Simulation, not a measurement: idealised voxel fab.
process module | voxel released beams
cross-section cut | 235 nm wide | cells 5 nm
A cross-section is a grid of square cells, given in bands from the top down. A band is one or more rows of cells.
Each band's line starts with the height of the band's top and of its bottom, in nm. Then come its materials from left to right, each with its width in nm. One material with "throughout" fills the band from edge to edge. "air" is empty space.
Height 0 is the level under which the wafer as received is all one material. The lowest band goes on downwards, as in "0 down".
A width such as "30 to 40" changes by the same amount from each row of cells to the next, from the band's top row to its bottom row.
"no change" after a step means that no cell of the cross-section changed.
closed voids: empty space of 8 cells or more with no open way to the top, each as width x height at its distance from the left edge, in nm
after a step's settings: what the simulator itself notes on the step
overlay nm, on a step with a mask: how far to the right of its planned place the mask lay; to the left if negative
plan
1 op RECEIVE | material Si
2 op CONFORMAL_DEP | material Al2O3 | thk nm 5
3 op DIRECTIONAL_DEP | material SiO2 | thk nm 20
4 op MASKED_ETCH | tone open | mask id ANCHOR | width nm 25 | etch materials SiO2 | depth nm 20 | overlay nm 0
5 op CONFORMAL_DEP | material W | thk nm 10
6 op DIRECTIONAL_DEP | material aC | thk nm 10
7 op PATTERN | tone cover | mask id BEAM | material resist | width nm 80 | thk nm 25 | overlay nm 0
8 op DIRECTIONAL_ETCH | etch materials aC | depth nm 10
9 op STRIP | etch materials resist
10 op DIRECTIONAL_ETCH | etch materials W | depth nm 10
11 op STRIP | etch materials aC
12 op STRIP | etch materials SiO2
as received, after step 1
  0 down: Si throughout
  closed voids: none
a wafer at the end: this start, this plan, one mistake
  35 to 25: air 75 | W 80 | air 80
  25 to 20: Al2O3 throughout
  20 to 0: SiO2 throughout
  0 down: Si throughout
  closed voids: none
what went wrong: steps 2 and 3 were swapped
